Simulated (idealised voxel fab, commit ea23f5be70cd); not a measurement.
This section sets out a process module, namely voxel air gaps.
Cross-sectional view cut (width: 240 nm; square cell size: 5 nm).
Each cross-section below is a grid of square cells, stated as bands in top-down order, with one or more rows of cells making up each band. Top, bottom (nm), then materials left to right with widths (nm); lone material tagged "throughout" fills the whole band edge to edge; "air" = empty space. Ref level 0: as-received wafer is one material below here. Bottom band extends down with no lower bound ("z 0 and below"). A width given as "30 to 40" starts at the first number in the band's top row and ends at the second number in its bottom row, shifting by an equal amount at every step from row to row. Where the words "nothing different" appear for a step, the cross-section shows no cell changed by that step; every cell remained as before. "Fully enclosed voids" lists enclosed empty spaces (at least 8 cells, no open path upward to the top), each as width x height at distance from the left edge, in nm. Formally, on a step line, whatever follows the settings is a remark that the simulator itself makes on the step. When a step includes a mask, the "overlay nm" setting on its line states how far to the right of its planned place that mask lay, and negative values state how far to the left.
The process steps that were planned are listed below
| 1 | RECEIVE: material Si |
| 2 | CONFORMAL_DEP: material SiO2, thk nm 15 |
| 3 | CONFORMAL_DEP: material SiCN, thk nm 5 |
| 4 | DIRECTIONAL_DEP: material SiO2, thk nm 40 |
| 5 | PATTERN: tone open, mask id LINES, material resist, width nm 15, pitch nm 40, thk nm 20, overlay nm 0 |
| 6 | DIRECTIONAL_ETCH: etch materials SiO2, depth nm 40 |
| 7 | STRIP: etch materials resist |
| 8 | CONFORMAL_DEP: material TiN, thk nm 5 |
| 9 | FILL_DEP: material Cu, thk nm 5 |
| 10 | CMP: height nm 60 |
| 11 | EPI: material Ru, thk nm 10 |
| 12 | SELECTIVE_ETCH: etch materials SiO2, depth nm 50 |
| 13 | CONFORMAL_DEP: material SiCN, thk nm 5 |
Account of the first of two wafers, which was processed as intended
As-received wafer cross-section (after step 1)
z 0 and below | Si throughout
Fully enclosed voids: none
After step 2, in cross-section
z 15 to 0 | SiO2 throughout
All layers under 0 are left as they were.
After step 3, in cross-section
z 20 to 15 | SiCN throughout
All layers under 15 are left as they were.
After step 4, in cross-section
z 60 to 20 | SiO2 throughout
All layers under 20 are left as they were.
After step 5, in cross-section
z 80 to 60 | resist 50  air 15  resist 25  air 15  resist 25  air 15  resist 25  air 15  resist 55
All layers under 60 are left as they were.
After step 6, in cross-section
z 80 to 60 | resist 50  air 15  resist 25  air 15  resist 25  air 15  resist 25  air 15  resist 55
z 60 to 20 | SiO2 50  air 15  SiO2 25  air 15  SiO2 25  air 15  SiO2 25  air 15  SiO2 55
All layers under 20 are left as they were.
After step 7, in cross-section
z 60 to 20 | SiO2 50  air 15  SiO2 25  air 15  SiO2 25  air 15  SiO2 25  air 15  SiO2 55
All layers under 20 are left as they were.
After step 8, in cross-section
z 65 to 60 | TiN 55  air 5  TiN 35  air 5  TiN 35  air 5  TiN 35  air 5  TiN 60
z 60 to 25 | SiO2 50  TiN 5  air 5  TiN 5  SiO2 25  TiN 5  air 5  TiN 5  SiO2 25  TiN 5  air 5  TiN 5  SiO2 25  TiN 5  air 5  TiN 5  SiO2 55
z 25 to 20 | SiO2 50  TiN 15  SiO2 25  TiN 15  SiO2 25  TiN 15  SiO2 25  TiN 15  SiO2 55
All layers under 20 are left as they were.
After step 9, in cross-section
z 70 to 65 | Cu throughout
z 65 to 60 | TiN 55  Cu 5  TiN 35  Cu 5  TiN 35  Cu 5  TiN 35  Cu 5  TiN 60
z 60 to 25 | SiO2 50  TiN 5  Cu 5  TiN 5  SiO2 25  TiN 5  Cu 5  TiN 5  SiO2 25  TiN 5  Cu 5  TiN 5  SiO2 25  TiN 5  Cu 5  TiN 5  SiO2 55
All layers under 25 are left as they were.
After step 10, in cross-section
z 60 to 25 | SiO2 50  TiN 5  Cu 5  TiN 5  SiO2 25  TiN 5  Cu 5  TiN 5  SiO2 25  TiN 5  Cu 5  TiN 5  SiO2 25  TiN 5  Cu 5  TiN 5  SiO2 55
All layers under 25 are left as they were.
After step 11, in cross-section
z 70 to 60 | air 40  Ru 35  air 5  Ru 35  air 5  Ru 35  air 5  Ru 35  air 45
All layers under 60 are left as they were.
After step 12, in cross-section
z 70 to 60 | air 40  Ru 35  air 5  Ru 35  air 5  Ru 35  air 5  Ru 35  air 45
z 60 to 25 | air 50  TiN 5  Cu 5  TiN 5  air 25  TiN 5  Cu 5  TiN 5  air 25  TiN 5  Cu 5  TiN 5  air 25  TiN 5  Cu 5  TiN 5  air 55
z 25 to 20 | air 50  TiN 15  air 25  TiN 15  air 25  TiN 15  air 25  TiN 15  air 55
All layers under 20 are left as they were.
After step 13, in cross-section
z 75 to 70 | air 35  SiCN 165  air 40
z 70 to 60 | air 35  SiCN 5  Ru 35  SiCN 5  Ru 35  SiCN 5  Ru 35  SiCN 5  Ru 35  SiCN 5  air 40
z 60 to 55 | air 35  SiCN 15  TiN 5  Cu 5  TiN 5  SiCN 25  TiN 5  Cu 5  TiN 5  SiCN 25  TiN 5  Cu 5  TiN 5  SiCN 25  TiN 5  Cu 5  TiN 5  SiCN 15  air 40
z 55 to 25 | air 45  SiCN 5  TiN 5  Cu 5  TiN 5  SiCN 5  air 15  SiCN 5  TiN 5  Cu 5  TiN 5  SiCN 5  air 15  SiCN 5  TiN 5  Cu 5  TiN 5  SiCN 5  air 15  SiCN 5  TiN 5  Cu 5  TiN 5  SiCN 5  air 50
z 25 to 20 | SiCN 50  TiN 15  SiCN 25  TiN 15  SiCN 25  TiN 15  SiCN 25  TiN 15  SiCN 55
All layers under 20 are left as they were.
Fully enclosed voids: 15 x 30 at 70; 15 x 30 at 110; 15 x 30 at 150
Wafer two of the pair: same origin, same plan, one error during the run; identical to wafer one up to and including step 3
What the second wafer looks like in cross-section when step 4 should have wrapped up
z 55 to 20 | SiO2 throughout
All layers under 20 are left as they were.
What the second wafer looks like in cross-section when step 5 should have wrapped up
z 75 to 55 | resist 50  air 15  resist 25  air 15  resist 25  air 15  resist 25  air 15  resist 55
All layers under 55 are left as they were.
What the second wafer looks like in cross-section when step 6 should have wrapped up
z 75 to 55 | resist 50  air 15  resist 25  air 15  resist 25  air 15  resist 25  air 15  resist 55
z 55 to 20 | SiO2 50  air 15  SiO2 25  air 15  SiO2 25  air 15  SiO2 25  air 15  SiO2 55
All layers under 20 are left as they were.
What the second wafer looks like in cross-section when step 7 should have wrapped up
z 55 to 20 | SiO2 50  air 15  SiO2 25  air 15  SiO2 25  air 15  SiO2 25  air 15  SiO2 55
All layers under 20 are left as they were.
What the second wafer looks like in cross-section when step 8 should have wrapped up
z 60 to 55 | TiN 55  air 5  TiN 35  air 5  TiN 35  air 5  TiN 35  air 5  TiN 60
z 55 to 25 | SiO2 50  TiN 5  air 5  TiN 5  SiO2 25  TiN 5  air 5  TiN 5  SiO2 25  TiN 5  air 5  TiN 5  SiO2 25  TiN 5  air 5  TiN 5  SiO2 55
z 25 to 20 | SiO2 50  TiN 15  SiO2 25  TiN 15  SiO2 25  TiN 15  SiO2 25  TiN 15  SiO2 55
All layers under 20 are left as they were.
What the second wafer looks like in cross-section when step 9 should have wrapped up
z 65 to 60 | Cu throughout
z 60 to 55 | TiN 55  Cu 5  TiN 35  Cu 5  TiN 35  Cu 5  TiN 35  Cu 5  TiN 60
z 55 to 25 | SiO2 50  TiN 5  Cu 5  TiN 5  SiO2 25  TiN 5  Cu 5  TiN 5  SiO2 25  TiN 5  Cu 5  TiN 5  SiO2 25  TiN 5  Cu 5  TiN 5  SiO2 55
All layers under 25 are left as they were.
What the second wafer looks like in cross-section when step 10 should have wrapped up
z 60 to 55 | TiN 55  Cu 5  TiN 35  Cu 5  TiN 35  Cu 5  TiN 35  Cu 5  TiN 60
All layers under 55 are left as they were.
What the second wafer looks like in cross-section when step 11 should have wrapped up
z 70 to 60 | Ru throughout
All layers under 60 are left as they were.
What the second wafer looks like in cross-section when step 12 should have wrapped up: nothing different
What the second wafer looks like in cross-section when step 13 should have wrapped up
z 75 to 70 | SiCN throughout
All layers under 70 are left as they were.
Deviation from plan: planned and actual differ for step 4; actual: DIRECTIONAL_DEP: material SiO2, thk nm 35
Bottom line after processing is that, in cells, the second wafer is up or down on some materials versus the first: Ru: 40 more | SiCN: 100 fewer | SiO2: 252 more | TiN: 36 more
Closed void count at end of process - first wafer: 3; second wafer: 0.
